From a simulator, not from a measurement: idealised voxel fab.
process module | voxel transistor to metal
The cross-section shown here is cut; it is 295 nm wide and divided into square cells measuring 5 nm on a side.
A cross-section is written here as square cells arranged in a grid, and it is given in bands from the top down, each band taking up one or more rows of cells.
Quick guide to a band line: top height, bottom height (nm) up front; then every material left to right with its width in nm. Only one material and it's marked "edge to edge"? Then it fills the band edge to edge. And "air" just means empty space.
Below 0: as-received wafer, all one material; heights counted from there. Lowest band: no bottom, goes on down, written "0 nm and below".
Note: "30..40" means the width goes from the first number (top row of the band) to the second number (bottom row) in equal steps per row of cells.
The cross-section has no changed cell in any step marked "no change occurred".
Basically, "Trapped void list" tells you about the enclosed voids: empty spaces with no open way to the top, 8 cells or bigger, each written width x height at distance, where distance is from the left edge, all in nm.
Read whatever lies past the settings on a step's line as the simulator's own remark about the step.
Among the settings permitted on a step's line is "overlay nm"; applied to a step with a mask, it specifies the extent to which the mask lay to the right of its planned position, whereas a negative figure signifies a position to the left.
### Process steps - plan
1 RECEIVE | material Si
2 OXIDIZE | depth nm 5
3 CONFORMAL_DEP | material SiN | thk nm 15
4 DIRECTIONAL_DEP | material aC | thk nm 10
5 PATTERN | tone cover | mask id ACTIVE | material resist | width nm 95 | pitch nm 125 | thk nm 30 | overlay nm 0
6 DIRECTIONAL_ETCH | etch materials aC | depth nm 10
7 STRIP | etch materials resist
8 DIRECTIONAL_ETCH | etch materials SiN | depth nm 15
9 DIRECTIONAL_ETCH | etch materials SiO2 | depth nm 5
10 DIRECTIONAL_ETCH | etch materials Si | depth nm 30
11 STRIP | etch materials aC
12 OXIDIZE | depth nm 5
13 FILL_DEP | material SiO2 | thk nm 10
14 CMP | height nm 15
15 SELECTIVE_ETCH | etch materials SiO2 | depth nm 10
16 STRIP | etch materials SiN
17 SELECTIVE_ETCH | etch materials SiO2 | depth nm 5
18 OXIDIZE | depth nm 5
19 DIRECTIONAL_DEP | material polySi | thk nm 20
20 DIRECTIONAL_DEP | material SiCN | thk nm 10
21 PATTERN | tone cover | mask id GATE | material resist | width nm 15 | pitch nm 125 | thk nm 15 | overlay nm 0
22 DIRECTIONAL_ETCH | etch materials SiCN | depth nm 20
23 DIRECTIONAL_ETCH | etch materials polySi | depth nm 30
24 STRIP | etch materials resist
25 CONFORMAL_DEP | material SiN | thk nm 5
26 DIRECTIONAL_ETCH | etch materials SiN | depth nm 5
27 DIRECTIONAL_ETCH | etch materials SiO2 | depth nm 5
28 DIRECTIONAL_ETCH | etch materials Si | depth nm 10
29 EPI | material SiGe | thk nm 15
30 FILL_DEP | material SiO2 | thk nm 5
31 CMP | height nm 25
32 DIRECTIONAL_DEP | material SiO2 | thk nm 15
33 MASKED_ETCH | tone open | mask id CONTACT | width nm 25 | etch materials SiO2 | depth nm 45 | overlay nm 0
34 CONFORMAL_DEP | material TiN | thk nm 5
35 FILL_DEP | material Ru | thk nm 5
36 CMP | height nm 40
37 DIRECTIONAL_DEP | material TiN | thk nm 5
38 DIRECTIONAL_DEP | material Ru | thk nm 15
39 MASKED_ETCH | tone cover | mask id METAL_1 | width nm 15 | etch materials Ru | depth nm 15 | overlay nm 0
40 MASKED_ETCH | tone cover | mask id METAL_1 | width nm 15 | etch materials TiN | depth nm 5 | overlay nm 0
41 CONFORMAL_DEP | material SiCN | thk nm 5
42 FILL_DEP | material lowk | thk nm 10
43 CMP | height nm 60
44 CONFORMAL_DEP | material SiN | thk nm 5
### Below: the first of two wafers, run as planned
### Cross-section, incoming material, after step 1
* 0 nm and below | Si edge to edge
* Trapped void list: none
### Cross-section through the wafer, step 2 finished
* 0 nm to -5 nm | SiO2 edge to edge
* Anything lower than -5 is untouched.
### Cross-section through the wafer, step 3 finished
* 15 nm to 0 nm | SiN edge to edge
* Anything lower than 0 is untouched.
### Cross-section through the wafer, step 4 finished
* 25 nm to 15 nm | aC edge to edge
* Anything lower than 15 is untouched.
### Cross-section through the wafer, step 5 finished
* 55 nm to 25 nm | air=35 / resist=95 / air=30 / resist=95 / air=40
* Anything lower than 25 is untouched.
### Cross-section through the wafer, step 6 finished
* 45 nm to 25 nm | air=35 / resist=95 / air=30 / resist=95 / air=40
* 25 nm to 15 nm | air=35 / aC=95 / air=30 / aC=95 / air=40
* Anything lower than 15 is untouched.
### Cross-section through the wafer, step 7 finished
* 25 nm to 15 nm | air=35 / aC=95 / air=30 / aC=95 / air=40
* Anything lower than 15 is untouched.
### Cross-section through the wafer, step 8 finished
* 25 nm to 15 nm | air=35 / aC=95 / air=30 / aC=95 / air=40
* 15 nm to 0 nm | air=35 / SiN=95 / air=30 / SiN=95 / air=40
* Anything lower than 0 is untouched.
### Cross-section through the wafer, step 9 finished
* 25 nm to 15 nm | air=35 / aC=95 / air=30 / aC=95 / air=40
* 15 nm to 0 nm | air=35 / SiN=95 / air=30 / SiN=95 / air=40
* 0 nm to -5 nm | air=35 / SiO2=95 / air=30 / SiO2=95 / air=40
* Anything lower than -5 is untouched.
### Cross-section through the wafer, step 10 finished
* 25 nm to 15 nm | air=35 / aC=95 / air=30 / aC=95 / air=40
* 15 nm to 0 nm | air=35 / SiN=95 / air=30 / SiN=95 / air=40
* 0 nm to -5 nm | air=35 / SiO2=95 / air=30 / SiO2=95 / air=40
* -5 nm to -35 nm | air=35 / Si=95 / air=30 / Si=95 / air=40
* Anything lower than -35 is untouched.
### Cross-section through the wafer, step 11 finished
* 15 nm to 0 nm | air=35 / SiN=95 / air=30 / SiN=95 / air=40
* Anything lower than 0 is untouched.
### Cross-section through the wafer, step 12 finished
* 15 nm to 0 nm | air=35 / SiN=95 / air=30 / SiN=95 / air=40
* 0 nm to -5 nm | air=35 / SiO2=95 / air=30 / SiO2=95 / air=40
* -5 nm to -35 nm | air=35 / SiO2=5 / Si=85 / SiO2=5 / air=30 / SiO2=5 / Si=85 / SiO2=5 / air=40
* -35 nm to -40 nm | SiO2=40 / Si=85 / SiO2=40 / Si=85 / SiO2=45
* Anything lower than -40 is untouched.
### Cross-section through the wafer, step 13 finished
* 25 nm to 15 nm | SiO2 edge to edge
* 15 nm to 0 nm | SiO2=35 / SiN=95 / SiO2=30 / SiN=95 / SiO2=40
* 0 nm to -5 nm | SiO2 edge to edge
* -5 nm to -40 nm | SiO2=40 / Si=85 / SiO2=40 / Si=85 / SiO2=45
* Anything lower than -40 is untouched.
### Cross-section through the wafer, step 14 finished
* 15 nm to 0 nm | SiO2=35 / SiN=95 / SiO2=30 / SiN=95 / SiO2=40
* Anything lower than 0 is untouched.
### Cross-section through the wafer, step 15 finished
* 15 nm to 5 nm | air=35 / SiN=95 / air=30 / SiN=95 / air=40
* Anything lower than 5 is untouched.
### Cross-section through the wafer, step 16 finished
* 5 nm to 0 nm | SiO2=35 / air=95 / SiO2=30 / air=95 / SiO2=40
* Anything lower than 0 is untouched.
### Cross-section through the wafer, step 17 finished
* 0 nm to -5 nm | SiO2=30 / air=105 / SiO2=20 / air=105 / SiO2=35
* Anything lower than -5 is untouched.
### Cross-section through the wafer, step 18 finished
* 0 nm to -5 nm | SiO2=30 / air=105 / SiO2=20 / air=105 / SiO2=35
* -5 nm to -10 nm | SiO2 edge to edge
* Anything lower than -10 is untouched.
### Cross-section through the wafer, step 19 finished
* 20 nm to 15 nm | polySi=30 / air=105 / polySi=20 / air=105 / polySi=35
* 15 nm to 0 nm | polySi edge to edge
* 0 nm to -5 nm | SiO2=30 / polySi=105 / SiO2=20 / polySi=105 / SiO2=35
* Anything lower than -5 is untouched.
### Cross-section through the wafer, step 20 finished
* 30 nm to 25 nm | SiCN=30 / air=105 / SiCN=20 / air=105 / SiCN=35
* 25 nm to 20 nm | SiCN edge to edge
* 20 nm to 15 nm | polySi=30 / SiCN=105 / polySi=20 / SiCN=105 / polySi=35
* Anything lower than 15 is untouched.
### Cross-section through the wafer, step 21 finished
* 45 nm to 30 nm | air=75 / resist=15 / air=110 / resist=15 / air=80
* 30 nm to 25 nm | SiCN=30 / air=45 / resist=15 / air=45 / SiCN=20 / air=45 / resist=15 / air=45 / SiCN=35
* Anything lower than 25 is untouched.
### Cross-section through the wafer, step 22 finished
* 45 nm to 25 nm | air=75 / resist=15 / air=110 / resist=15 / air=80
* 25 nm to 20 nm | air=75 / SiCN=15 / air=110 / SiCN=15 / air=80
* 20 nm to 15 nm | polySi=30 / air=45 / SiCN=15 / air=45 / polySi=20 / air=45 / SiCN=15 / air=45 / polySi=35
* Anything lower than 15 is untouched.
### Cross-section through the wafer, step 23 finished
* 45 nm to 25 nm | air=75 / resist=15 / air=110 / resist=15 / air=80
* 25 nm to 15 nm | air=75 / SiCN=15 / air=110 / SiCN=15 / air=80
* 15 nm to 0 nm | air=75 / polySi=15 / air=110 / polySi=15 / air=80
* 0 nm to -5 nm | SiO2=30 / air=45 / polySi=15 / air=45 / SiO2=20 / air=45 / polySi=15 / air=45 / SiO2=35
* Anything lower than -5 is untouched.
### Cross-section through the wafer, step 24 finished
* 25 nm to 15 nm | air=75 / SiCN=15 / air=110 / SiCN=15 / air=80
* Anything lower than 15 is untouched.
### Cross-section through the wafer, step 25 finished
* 30 nm to 25 nm | air=70 / SiN=25 / air=100 / SiN=25 / air=75
* 25 nm to 15 nm | air=70 / SiN=5 / SiCN=15 / SiN=5 / air=100 / SiN=5 / SiCN=15 / SiN=5 / air=75
* 15 nm to 5 nm | air=70 / SiN=5 / polySi=15 / SiN=5 / air=100 / SiN=5 / polySi=15 / SiN=5 / air=75
* 5 nm to 0 nm | SiN=35 / air=35 / SiN=5 / polySi=15 / SiN=5 / air=35 / SiN=30 / air=35 / SiN=5 / polySi=15 / SiN=5 / air=35 / SiN=40
* 0 nm to -5 nm | SiO2=30 / SiN=45 / polySi=15 / SiN=45 / SiO2=20 / SiN=45 / polySi=15 / SiN=45 / SiO2=35
* Anything lower than -5 is untouched.
### Cross-section through the wafer, step 26 finished
* 25 nm to 15 nm | air=70 / SiN=5 / SiCN=15 / SiN=5 / air=100 / SiN=5 / SiCN=15 / SiN=5 / air=75
* 15 nm to 0 nm | air=70 / SiN=5 / polySi=15 / SiN=5 / air=100 / SiN=5 / polySi=15 / SiN=5 / air=75
* 0 nm to -5 nm | SiO2=30 / SiN=5 / air=35 / SiN=5 / polySi=15 / SiN=5 / air=35 / SiN=5 / SiO2=20 / SiN=5 / air=35 / SiN=5 / polySi=15 / SiN=5 / air=35 / SiN=5 / SiO2=35
* Anything lower than -5 is untouched.
### Cross-section through the wafer, step 27 finished
* 25 nm to 15 nm | air=70 / SiN=5 / SiCN=15 / SiN=5 / air=100 / SiN=5 / SiCN=15 / SiN=5 / air=75
* 15 nm to 0 nm | air=70 / SiN=5 / polySi=15 / SiN=5 / air=100 / SiN=5 / polySi=15 / SiN=5 / air=75
* 0 nm to -5 nm | air=30 / SiN=5 / air=35 / SiN=5 / polySi=15 / SiN=5 / air=35 / SiN=5 / air=20 / SiN=5 / air=35 / SiN=5 / polySi=15 / SiN=5 / air=35 / SiN=5 / air=35
* -5 nm to -10 nm | SiO2=35 / air=35 / SiO2=25 / air=35 / SiO2=30 / air=35 / SiO2=25 / air=35 / SiO2=40
* Anything lower than -10 is untouched.
### Cross-section through the wafer, step 28 finished
* 25 nm to 15 nm | air=70 / SiN=5 / SiCN=15 / SiN=5 / air=100 / SiN=5 / SiCN=15 / SiN=5 / air=75
* 15 nm to 0 nm | air=70 / SiN=5 / polySi=15 / SiN=5 / air=100 / SiN=5 / polySi=15 / SiN=5 / air=75
* 0 nm to -5 nm | air=30 / SiN=5 / air=35 / SiN=5 / polySi=15 / SiN=5 / air=35 / SiN=5 / air=20 / SiN=5 / air=35 / SiN=5 / polySi=15 / SiN=5 / air=35 / SiN=5 / air=35
* -5 nm to -10 nm | SiO2=35 / air=35 / SiO2=25 / air=35 / SiO2=30 / air=35 / SiO2=25 / air=35 / SiO2=40
* -10 nm to -20 nm | SiO2=40 / air=30 / Si=25 / air=30 / SiO2=40 / air=30 / Si=25 / air=30 / SiO2=45
* Anything lower than -20 is untouched.
### Cross-section through the wafer, step 29 finished
* 25 nm to 15 nm | air=70 / SiN=5 / SiCN=15 / SiN=5 / air=100 / SiN=5 / SiCN=15 / SiN=5 / air=75
* 15 nm to 5 nm | air=70 / SiN=5 / polySi=15 / SiN=5 / air=100 / SiN=5 / polySi=15 / SiN=5 / air=75
* 5 nm to 0 nm | air=55 / SiGe=15 / SiN=5 / polySi=15 / SiN=5 / SiGe=15 / air=70 / SiGe=15 / SiN=5 / polySi=15 / SiN=5 / SiGe=15 / air=60
* 0 nm to -5 nm | air=30 / SiN=5 / air=20 / SiGe=15 / SiN=5 / polySi=15 / SiN=5 / SiGe=15 / air=20 / SiN=5 / air=20 / SiN=5 / air=20 / SiGe=15 / SiN=5 / polySi=15 / SiN=5 / SiGe=15 / air=20 / SiN=5 / air=35
* -5 nm to -10 nm | SiO2=35 / SiGe=35 / SiO2=25 / SiGe=35 / SiO2=30 / SiGe=35 / SiO2=25 / SiGe=35 / SiO2=40
* -10 nm to -20 nm | SiO2=40 / SiGe=30 / Si=25 / SiGe=30 / SiO2=40 / SiGe=30 / Si=25 / SiGe=30 / SiO2=45
* Anything lower than -20 is untouched.
### Cross-section through the wafer, step 30 finished
* 30 nm to 25 nm | SiO2 edge to edge
* 25 nm to 15 nm | SiO2=70 / SiN=5 / SiCN=15 / SiN=5 / SiO2=100 / SiN=5 / SiCN=15 / SiN=5 / SiO2=75
* 15 nm to 5 nm | SiO2=70 / SiN=5 / polySi=15 / SiN=5 / SiO2=100 / SiN=5 / polySi=15 / SiN=5 / SiO2=75
* 5 nm to 0 nm | SiO2=55 / SiGe=15 / SiN=5 / polySi=15 / SiN=5 / SiGe=15 / SiO2=70 / SiGe=15 / SiN=5 / polySi=15 / SiN=5 / SiGe=15 / SiO2=60
* 0 nm to -5 nm | SiO2=30 / SiN=5 / SiO2=20 / SiGe=15 / SiN=5 / polySi=15 / SiN=5 / SiGe=15 / SiO2=20 / SiN=5 / SiO2=20 / SiN=5 / SiO2=20 / SiGe=15 / SiN=5 / polySi=15 / SiN=5 / SiGe=15 / SiO2=20 / SiN=5 / SiO2=35
* Anything lower than -5 is untouched.
### Cross-section through the wafer, step 31 finished
* 25 nm to 15 nm | SiO2=70 / SiN=5 / SiCN=15 / SiN=5 / SiO2=100 / SiN=5 / SiCN=15 / SiN=5 / SiO2=75
* Anything lower than 15 is untouched.
### Cross-section through the wafer, step 32 finished
* 40 nm to 25 nm | SiO2 edge to edge
* Anything lower than 25 is untouched.
### Cross-section through the wafer, step 33 finished
* 40 nm to 25 nm | SiO2=45 / air=25 / SiO2=25 / air=25 / SiO2=50 / air=25 / SiO2=25 / air=25 / SiO2=50
* 25 nm to 15 nm | SiO2=45 / air=25 / SiN=5 / SiCN=15 / SiN=5 / air=25 / SiO2=50 / air=25 / SiN=5 / SiCN=15 / SiN=5 / air=25 / SiO2=50
* 15 nm to 5 nm | SiO2=45 / air=25 / SiN=5 / polySi=15 / SiN=5 / air=25 / SiO2=50 / air=25 / SiN=5 / polySi=15 / SiN=5 / air=25 / SiO2=50
* 5 nm to 0 nm | SiO2=45 / air=10 / SiGe=15 / SiN=5 / polySi=15 / SiN=5 / SiGe=15 / air=10 / SiO2=50 / air=10 / SiGe=15 / SiN=5 / polySi=15 / SiN=5 / SiGe=15 / air=10 / SiO2=50
* 0 nm to -5 nm | SiO2=30 / SiN=5 / SiO2=10 / air=10 / SiGe=15 / SiN=5 / polySi=15 / SiN=5 / SiGe=15 / air=10 / SiO2=10 / SiN=5 / SiO2=20 / SiN=5 / SiO2=10 / air=10 / SiGe=15 / SiN=5 / polySi=15 / SiN=5 / SiGe=15 / air=10 / SiO2=10 / SiN=5 / SiO2=35
* Anything lower than -5 is untouched.
### Cross-section through the wafer, step 34 finished
* 45 nm to 40 nm | TiN=50 / air=15 / TiN=35 / air=15 / TiN=60 / air=15 / TiN=35 / air=15 / TiN=55
* 40 nm to 25 nm | SiO2=45 / TiN=5 / air=15 / TiN=5 / SiO2=25 / TiN=5 / air=15 / TiN=5 / SiO2=50 / TiN=5 / air=15 / TiN=5 / SiO2=25 / TiN=5 / air=15 / TiN=5 / SiO2=50
* 25 nm to 15 nm | SiO2=45 / TiN=5 / air=15 / TiN=5 / SiN=5 / SiCN=15 / SiN=5 / TiN=5 / air=15 / TiN=5 / SiO2=50 / TiN=5 / air=15 / TiN=5 / SiN=5 / SiCN=15 / SiN=5 / TiN=5 / air=15 / TiN=5 / SiO2=50
* 15 nm to 10 nm | SiO2=45 / TiN=5 / air=15 / TiN=5 / SiN=5 / polySi=15 / SiN=5 / TiN=5 / air=15 / TiN=5 / SiO2=50 / TiN=5 / air=15 / TiN=5 / SiN=5 / polySi=15 / SiN=5 / TiN=5 / air=15 / TiN=5 / SiO2=50
* 10 nm to 5 nm | SiO2=45 / TiN=25 / SiN=5 / polySi=15 / SiN=5 / TiN=25 / SiO2=50 / TiN=25 / SiN=5 / polySi=15 / SiN=5 / TiN=25 / SiO2=50
* 5 nm to 0 nm | SiO2=45 / TiN=10 / SiGe=15 / SiN=5 / polySi=15 / SiN=5 / SiGe=15 / TiN=10 / SiO2=50 / TiN=10 / SiGe=15 / SiN=5 / polySi=15 / SiN=5 / SiGe=15 / TiN=10 / SiO2=50
* 0 nm to -5 nm | SiO2=30 / SiN=5 / SiO2=10 / TiN=10 / SiGe=15 / SiN=5 / polySi=15 / SiN=5 / SiGe=15 / TiN=10 / SiO2=10 / SiN=5 / SiO2=20 / SiN=5 / SiO2=10 / TiN=10 / SiGe=15 / SiN=5 / polySi=15 / SiN=5 / SiGe=15 / TiN=10 / SiO2=10 / SiN=5 / SiO2=35
* Anything lower than -5 is untouched.
### Cross-section through the wafer, step 35 finished
* 50 nm to 45 nm | Ru edge to edge
* 45 nm to 40 nm | TiN=50 / Ru=15 / TiN=35 / Ru=15 / TiN=60 / Ru=15 / TiN=35 / Ru=15 / TiN=55
* 40 nm to 25 nm | SiO2=45 / TiN=5 / Ru=15 / TiN=5 / SiO2=25 / TiN=5 / Ru=15 / TiN=5 / SiO2=50 / TiN=5 / Ru=15 / TiN=5 / SiO2=25 / TiN=5 / Ru=15 / TiN=5 / SiO2=50
* 25 nm to 15 nm | SiO2=45 / TiN=5 / Ru=15 / TiN=5 / SiN=5 / SiCN=15 / SiN=5 / TiN=5 / Ru=15 / TiN=5 / SiO2=50 / TiN=5 / Ru=15 / TiN=5 / SiN=5 / SiCN=15 / SiN=5 / TiN=5 / Ru=15 / TiN=5 / SiO2=50
* 15 nm to 10 nm | SiO2=45 / TiN=5 / Ru=15 / TiN=5 / SiN=5 / polySi=15 / SiN=5 / TiN=5 / Ru=15 / TiN=5 / SiO2=50 / TiN=5 / Ru=15 / TiN=5 / SiN=5 / polySi=15 / SiN=5 / TiN=5 / Ru=15 / TiN=5 / SiO2=50
* Anything lower than 10 is untouched.
### Cross-section through the wafer, step 36 finished
* 40 nm to 25 nm | SiO2=45 / TiN=5 / Ru=15 / TiN=5 / SiO2=25 / TiN=5 / Ru=15 / TiN=5 / SiO2=50 / TiN=5 / Ru=15 / TiN=5 / SiO2=25 / TiN=5 / Ru=15 / TiN=5 / SiO2=50
* Anything lower than 25 is untouched.
### Cross-section through the wafer, step 37 finished
* 45 nm to 40 nm | TiN edge to edge
* Anything lower than 40 is untouched.
### Cross-section through the wafer, step 38 finished
* 60 nm to 45 nm | Ru edge to edge
* Anything lower than 45 is untouched.
### Cross-section through the wafer, step 39 finished
* 60 nm to 45 nm | air=45 / Ru=15 / air=45 / Ru=15 / air=50 / Ru=15 / air=45 / Ru=15 / air=50
* Anything lower than 45 is untouched.
### Cross-section through the wafer, step 40 finished
* 60 nm to 45 nm | air=45 / Ru=15 / air=45 / Ru=15 / air=50 / Ru=15 / air=45 / Ru=15 / air=50
* 45 nm to 40 nm | air=45 / TiN=15 / air=45 / TiN=15 / air=50 / TiN=15 / air=45 / TiN=15 / air=50
* Anything lower than 40 is untouched.
### Cross-section through the wafer, step 41 finished
* 65 nm to 60 nm | air=40 / SiCN=25 / air=35 / SiCN=25 / air=40 / SiCN=25 / air=35 / SiCN=25 / air=45
* 60 nm to 45 nm | air=40 / SiCN=5 / Ru=15 / SiCN=5 / air=35 / SiCN=5 / Ru=15 / SiCN=5 / air=40 / SiCN=5 / Ru=15 / SiCN=5 / air=35 / SiCN=5 / Ru=15 / SiCN=5 / air=45
* 45 nm to 40 nm | SiCN=45 / TiN=15 / SiCN=45 / TiN=15 / SiCN=50 / TiN=15 / SiCN=45 / TiN=15 / SiCN=50
* Anything lower than 40 is untouched.
### Cross-section through the wafer, step 42 finished
* 75 nm to 65 nm | lowk edge to edge
* 65 nm to 60 nm | lowk=40 / SiCN=25 / lowk=35 / SiCN=25 / lowk=40 / SiCN=25 / lowk=35 / SiCN=25 / lowk=45
* 60 nm to 45 nm | lowk=40 / SiCN=5 / Ru=15 / SiCN=5 / lowk=35 / SiCN=5 / Ru=15 / SiCN=5 / lowk=40 / SiCN=5 / Ru=15 / SiCN=5 / lowk=35 / SiCN=5 / Ru=15 / SiCN=5 / lowk=45
* Anything lower than 45 is untouched.
### Cross-section through the wafer, step 43 finished
* 60 nm to 45 nm | lowk=40 / SiCN=5 / Ru=15 / SiCN=5 / lowk=35 / SiCN=5 / Ru=15 / SiCN=5 / lowk=40 / SiCN=5 / Ru=15 / SiCN=5 / lowk=35 / SiCN=5 / Ru=15 / SiCN=5 / lowk=45
* Anything lower than 45 is untouched.
### Cross-section through the wafer, step 44 finished
* 65 nm to 60 nm | SiN edge to edge
* Anything lower than 60 is untouched.
### Second wafer, same starting state and plan as the first, one mistake in the run, identical through step 35
### Cross-section of the second wafer at the time by which step 36 should have been completed according to the plan
* 35 nm to 25 nm | SiO2=45 / TiN=5 / Ru=15 / TiN=5 / SiO2=25 / TiN=5 / Ru=15 / TiN=5 / SiO2=50 / TiN=5 / Ru=15 / TiN=5 / SiO2=25 / TiN=5 / Ru=15 / TiN=5 / SiO2=50
* Anything lower than 25 is untouched.
### Cross-section of the second wafer at the time by which step 37 should have been completed according to the plan
* 40 nm to 35 nm | TiN edge to edge
* Anything lower than 35 is untouched.
### Cross-section of the second wafer at the time by which step 38 should have been completed according to the plan
* 55 nm to 40 nm | Ru edge to edge
* Anything lower than 40 is untouched.
### Cross-section of the second wafer at the time by which step 39 should have been completed according to the plan
* 55 nm to 40 nm | air=45 / Ru=15 / air=45 / Ru=15 / air=50 / Ru=15 / air=45 / Ru=15 / air=50
* Anything lower than 40 is untouched.
### Cross-section of the second wafer at the time by which step 40 should have been completed according to the plan
* 55 nm to 40 nm | air=45 / Ru=15 / air=45 / Ru=15 / air=50 / Ru=15 / air=45 / Ru=15 / air=50
* 40 nm to 35 nm | air=45 / TiN=15 / air=45 / TiN=15 / air=50 / TiN=15 / air=45 / TiN=15 / air=50
* Anything lower than 35 is untouched.
### Cross-section of the second wafer at the time by which step 41 should have been completed according to the plan
* 60 nm to 55 nm | air=40 / SiCN=25 / air=35 / SiCN=25 / air=40 / SiCN=25 / air=35 / SiCN=25 / air=45
* 55 nm to 40 nm | air=40 / SiCN=5 / Ru=15 / SiCN=5 / air=35 / SiCN=5 / Ru=15 / SiCN=5 / air=40 / SiCN=5 / Ru=15 / SiCN=5 / air=35 / SiCN=5 / Ru=15 / SiCN=5 / air=45
* 40 nm to 35 nm | SiCN=45 / TiN=15 / SiCN=45 / TiN=15 / SiCN=50 / TiN=15 / SiCN=45 / TiN=15 / SiCN=50
* Anything lower than 35 is untouched.
### Cross-section of the second wafer at the time by which step 42 should have been completed according to the plan
* 70 nm to 60 nm | lowk edge to edge
* 60 nm to 55 nm | lowk=40 / SiCN=25 / lowk=35 / SiCN=25 / lowk=40 / SiCN=25 / lowk=35 / SiCN=25 / lowk=45
* 55 nm to 40 nm | lowk=40 / SiCN=5 / Ru=15 / SiCN=5 / lowk=35 / SiCN=5 / Ru=15 / SiCN=5 / lowk=40 / SiCN=5 / Ru=15 / SiCN=5 / lowk=35 / SiCN=5 / Ru=15 / SiCN=5 / lowk=45
* Anything lower than 40 is untouched.
### Cross-section of the second wafer at the time by which step 43 should have been completed according to the plan
* 60 nm to 55 nm | lowk=40 / SiCN=25 / lowk=35 / SiCN=25 / lowk=40 / SiCN=25 / lowk=35 / SiCN=25 / lowk=45
* Anything lower than 55 is untouched.
### Cross-section of the second wafer at the time by which step 44 should have been completed according to the plan
* 65 nm to 60 nm | SiN edge to edge
* Anything lower than 60 is untouched.
Run error: step 36 was run on a setting that differed from the plan, and what really ran there is CMP | height nm 35
Materials where the second wafer ends with more or fewer cells than the first: Ru: 12 fewer; SiCN: 20 more; SiO2: 39 fewer; TiN: 8 fewer; lowk: 39 more
